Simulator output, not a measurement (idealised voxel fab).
process module | voxel gate over fins
cross-section cut | 275 nm wide | cells 5 nm
A cross-section is a grid of square cells, given in bands from the top down. A band is one or more rows of cells.
Each band's line starts with the height of the band's top and of its bottom, in nm. Then come its materials from left to right, each with its width in nm. One material with "throughout" fills the band from edge to edge. "air" is empty space.
Height 0 is the level under which the wafer as received is all one material. The lowest band goes on downwards, as in "0 down".
A width such as "30 to 40" changes by the same amount from each row of cells to the next, from the band's top row to its bottom row.
"no change" after a step means that no cell of the cross-section changed.
closed voids: empty space of 8 cells or more with no open way to the top, each as width x height at its distance from the left edge, in nm
after a step's settings: what the simulator itself notes on the step
overlay nm, on a step with a mask: how far to the right of its planned place the mask lay; to the left if negative
plan
1 op RECEIVE | material Si
2 op CONFORMAL_DEP | material SiN | thk nm 10
3 op PATTERN | tone cover | mask id FINS | material resist | width nm 15 | pitch nm 50 | thk nm 15 | overlay nm 0
4 op DIRECTIONAL_ETCH | etch materials SiN | depth nm 10
5 op DIRECTIONAL_ETCH | etch materials Si | depth nm 40
6 op STRIP | etch materials resist
7 op OXIDIZE | depth nm 5
8 op FILL_DEP | material SiO2 | thk nm 5
9 op CMP | height nm 10
10 op DIRECTIONAL_DEP | material aC | thk nm 10
11 op PATTERN | tone open | mask id RAIL | material resist | width nm 15 | thk nm 30 | overlay nm 0
12 op DIRECTIONAL_ETCH | etch materials aC | depth nm 10
13 op STRIP | etch materials resist
14 op DIRECTIONAL_ETCH | etch materials SiO2 | depth nm 45
15 op STRIP | etch materials aC
16 op CONFORMAL_DEP | material TiN | thk nm 5
17 op FILL_DEP | material Ru | thk nm 5
18 op CMP | height nm 10
19 op SELECTIVE_ETCH | etch materials W Ru TiN | depth nm 30
20 op FILL_DEP | material SiO2 | thk nm 5
21 op CMP | height nm 10
22 op SELECTIVE_ETCH | etch materials SiO2 | depth nm 20
23 op STRIP | etch materials SiN
24 op CONFORMAL_DEP | material HfO2 | thk nm 5
25 op CONFORMAL_DEP | material TiN | thk nm 5
26 op CONFORMAL_DEP | material TiAl | thk nm 5
27 op CONFORMAL_DEP | material TiN | thk nm 5
28 op FILL_DEP | material W | thk nm 15
29 op CMP | height nm 30
30 op CONFORMAL_DEP | material SiCN | thk nm 5
as received, after step 1
  0 down: Si throughout
  closed voids: none
first wafer at the end, as planned
  35 to 30: SiCN throughout
  30 to 20: W throughout
  20 to 15: W 40 | TiN 45 | W 5 | TiN 45 | W 5 | TiN 45 | W 5 | TiN 45 | W 40
  15 to 10: W 40 | TiN 5 | TiAl 35 | TiN 5 | W 5 | TiN 5 | TiAl 35 | TiN 5 | W 5 | TiN 5 | TiAl 35 | TiN 5 | W 5 | TiN 5 | TiAl 35 | TiN 5 | W 40
  10 to 5: TiN 45 | TiAl 5 | TiN 25 | TiAl 5 | TiN 15 | TiAl 5 | TiN 25 | TiAl 5 | TiN 15 | TiAl 5 | TiN 25 | TiAl 5 | TiN 15 | TiAl 5 | TiN 25 | TiAl 5 | TiN 45
  5 to 0: TiAl 50 | TiN 5 | HfO2 15 | TiN 5 | TiAl 25 | TiN 5 | HfO2 15 | TiN 5 | TiAl 25 | TiN 5 | HfO2 15 | TiN 5 | TiAl 25 | TiN 5 | HfO2 15 | TiN 5 | TiAl 50
  0 to -5: TiN 55 | HfO2 5 | Si 5 | HfO2 5 | TiN 35 | HfO2 5 | Si 5 | HfO2 5 | TiN 35 | HfO2 5 | Si 5 | HfO2 5 | TiN 35 | HfO2 5 | Si 5 | HfO2 5 | TiN 55
  -5 to -10: HfO2 60 | Si 5 | HfO2 45 | Si 5 | HfO2 45 | Si 5 | HfO2 45 | Si 5 | HfO2 60
  -10 to -20: SiO2 60 | Si 5 | SiO2 45 | Si 5 | SiO2 45 | Si 5 | SiO2 45 | Si 5 | SiO2 60
  -20 to -30: SiO2 60 | Si 5 | SiO2 15 | TiN 5 | Ru 5 | TiN 5 | SiO2 15 | Si 5 | SiO2 45 | Si 5 | SiO2 45 | Si 5 | SiO2 60
  -30 to -35: SiO2 60 | Si 5 | SiO2 15 | TiN 15 | SiO2 15 | Si 5 | SiO2 45 | Si 5 | SiO2 45 | Si 5 | SiO2 60
  -35 to -45: SiO2 60 | Si 5 | SiO2 45 | Si 5 | SiO2 45 | Si 5 | SiO2 45 | Si 5 | SiO2 60
  -45 down: Si throughout
  closed voids: none
second wafer at the end: like start, like plan, one mistake
  35 to 30: SiCN throughout
  30 to 20: W throughout
  20 to 15: TiN throughout
  15 to 10: TiAl throughout
  10 to 5: TiN 60 | TiAl 5 | TiN 45 | TiAl 5 | TiN 45 | TiAl 5 | TiN 45 | TiAl 5 | TiN 60
  5 to 0: HfO2 55 | TiN 5 | TiAl 5 | TiN 5 | HfO2 35 | TiN 5 | TiAl 5 | TiN 5 | HfO2 35 | TiN 5 | TiAl 5 | TiN 5 | HfO2 35 | TiN 5 | TiAl 5 | TiN 5 | HfO2 55
  0 to -5: Si 50 | HfO2 5 | TiN 15 | HfO2 5 | Si 25 | HfO2 5 | TiN 15 | HfO2 5 | Si 25 | HfO2 5 | TiN 15 | HfO2 5 | Si 25 | HfO2 5 | TiN 15 | HfO2 5 | Si 50
  -5 to -10: Si 50 | HfO2 25 | Si 25 | HfO2 25 | Si 25 | HfO2 25 | Si 25 | HfO2 25 | Si 50
  -10 to -45: Si 50 | SiO2 25 | Si 25 | SiO2 25 | Si 25 | SiO2 25 | Si 25 | SiO2 25 | Si 50
  -45 down: Si throughout
  closed voids: none
what went wrong: step 3 ran as: op PATTERN | tone open | mask id FINS | material resist | width nm 15 | pitch nm 50 | thk nm 15 | overlay nm 0
at the end the second wafer has, in cells: 2 fewer of Ru | 279 more of Si | 208 fewer of SiO2 | 8 fewer of TiAl | 23 fewer of TiN | 38 fewer of W
